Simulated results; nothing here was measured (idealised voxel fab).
Title: Process Module voxel self aligned vias
For reference, the cross-section in this document is cut, with width 280 nm and square cells of 5 nm.
We lay out every cross-section as a grid of square cells and spell it out in bands from the top down, where one band means one or more rows of cells. Band entry format. Leading values: height of top, height of bottom, nm. Remainder: materials in left-to-right order, each with its width in nm. Special words: "throughout" on a single material, which then fills the band edge to edge; "blank", empty space. The level at which height equals 0 is the one under which the wafer, as it arrives, is entirely one material. No lower edge exists for the bottom band, which continues downward and is notated as in "0 -> down". Width spec "30 to 40" -> top row of cells at first value, bottom row at second value, equal per-row change in between. Where a step carries "nothing was modified", the cross-section came out of it unchanged, cell for cell. You'll see "Closed void roster" listing empty spaces that have no way open to the top, as long as they're 8 cells or more; the notation is width x height at distance, where the distance is from the left edge, and all of it is in nm. Note: text after step settings on the step line = simulator remark on that step. The optional step-line setting "overlay nm" applies to steps with a mask and quantifies how far to the right of its planned location the mask lay, a negative value indicating leftward placement.

-- The steps planned for the process are as follows
1: RECEIVE, material Si
2: CONFORMAL_DEP, material SiO2, thk nm 10
3: CONFORMAL_DEP, material SiCN, thk nm 5
4: DIRECTIONAL_DEP, material SiO2, thk nm 30
5: MASKED_ETCH, tone open, mask id LINES, width nm 25, pitch nm 75, etch materials SiO2, depth nm 30, overlay nm 0
6: CONFORMAL_DEP, material TiN, thk nm 5
7: FILL_DEP, material W, thk nm 10
8: CMP, height nm 45
9: SELECTIVE_ETCH, etch materials W Ru TiN, depth nm 5
10: FILL_DEP, material SiN, thk nm 10
11: CMP, height nm 45
12: DIRECTIONAL_DEP, material SiO2, thk nm 15
13: PATTERN, tone open, mask id VIAS, material resist, width nm 45, thk nm 20, overlay nm 0
14: DIRECTIONAL_ETCH, etch materials SiO2, depth nm 5
15: DIRECTIONAL_ETCH, etch materials SiN, depth nm 5
16: STRIP, etch materials resist
17: CONFORMAL_DEP, material TiN, thk nm 5
18: FILL_DEP, material Cu, thk nm 10
19: CMP, height nm 60
20: CONFORMAL_DEP, material SiCN, thk nm 5
The plan shows the depth nm of step 14 as the first wafer had it; this setting differs between the wafers, which start out alike.

-- Step 1 complete: as-received cross-section of the first of several wafers
0 -> down: Si throughout
Closed void roster: none

-- Last step of the module is step 20; after it, the first of several wafers in cross-section
65 -> 60: SiCN throughout
60 -> 55: SiO2: 80, TiN: 45, SiO2: 155
55 -> 45: SiO2 throughout
45 -> 40: SiO2: 90, SiN: 25, SiO2: 50, SiN: 25, SiO2: 90
40 -> 20: SiO2: 90, TiN: 5, W: 15, TiN: 5, SiO2: 50, TiN: 5, W: 15, TiN: 5, SiO2: 90
20 -> 15: SiO2: 90, TiN: 25, SiO2: 50, TiN: 25, SiO2: 90
15 -> 10: SiCN throughout
10 -> 0: SiO2 throughout
0 -> down: Si throughout
Closed void roster: none

-- X-section, last wafer, module end
65 -> 60: SiCN throughout
60 -> 45: SiO2: 80, TiN: 5, Cu: 35, TiN: 5, SiO2: 155
45 -> 40: SiO2: 80, TiN: 45, SiO2: 40, SiN: 25, SiO2: 90
40 -> 30: SiO2: 80, TiN: 15, W: 15, TiN: 15, SiO2: 40, TiN: 5, W: 15, TiN: 5, SiO2: 90
30 -> 20: SiO2: 90, TiN: 5, W: 15, TiN: 5, SiO2: 50, TiN: 5, W: 15, TiN: 5, SiO2: 90
20 -> 15: SiO2: 90, TiN: 25, SiO2: 50, TiN: 25, SiO2: 90
15 -> 10: SiCN throughout
10 -> 0: SiO2 throughout
0 -> down: Si throughout
Closed void roster: none

-- Below, a row for every wafer. Read it as the end-of-module picture: for each material the wafer shows its cells gained (+) or lost (-) since it was received, and then its closed voids
depth nm 5; +112 SiCN; +10 SiN; +547 SiO2; +35 TiN; +24 W; Closed void roster: none
depth nm 10; +7 Cu; +112 SiCN; +10 SiN; +538 SiO2; +37 TiN; +24 W; Closed void roster: none
depth nm 15; +17 Cu; +112 SiCN; +5 SiN; +529 SiO2; +41 TiN; +24 W; Closed void roster: none
depth nm 20; +21 Cu; +112 SiCN; +5 SiN; +525 SiO2; +41 TiN; +24 W; Closed void roster: none
depth nm 25; +21 Cu; +112 SiCN; +5 SiN; +521 SiO2; +45 TiN; +24 W; Closed void roster: none
depth nm 30; +21 Cu; +112 SiCN; +5 SiN; +517 SiO2; +49 TiN; +24 W; Closed void roster: none
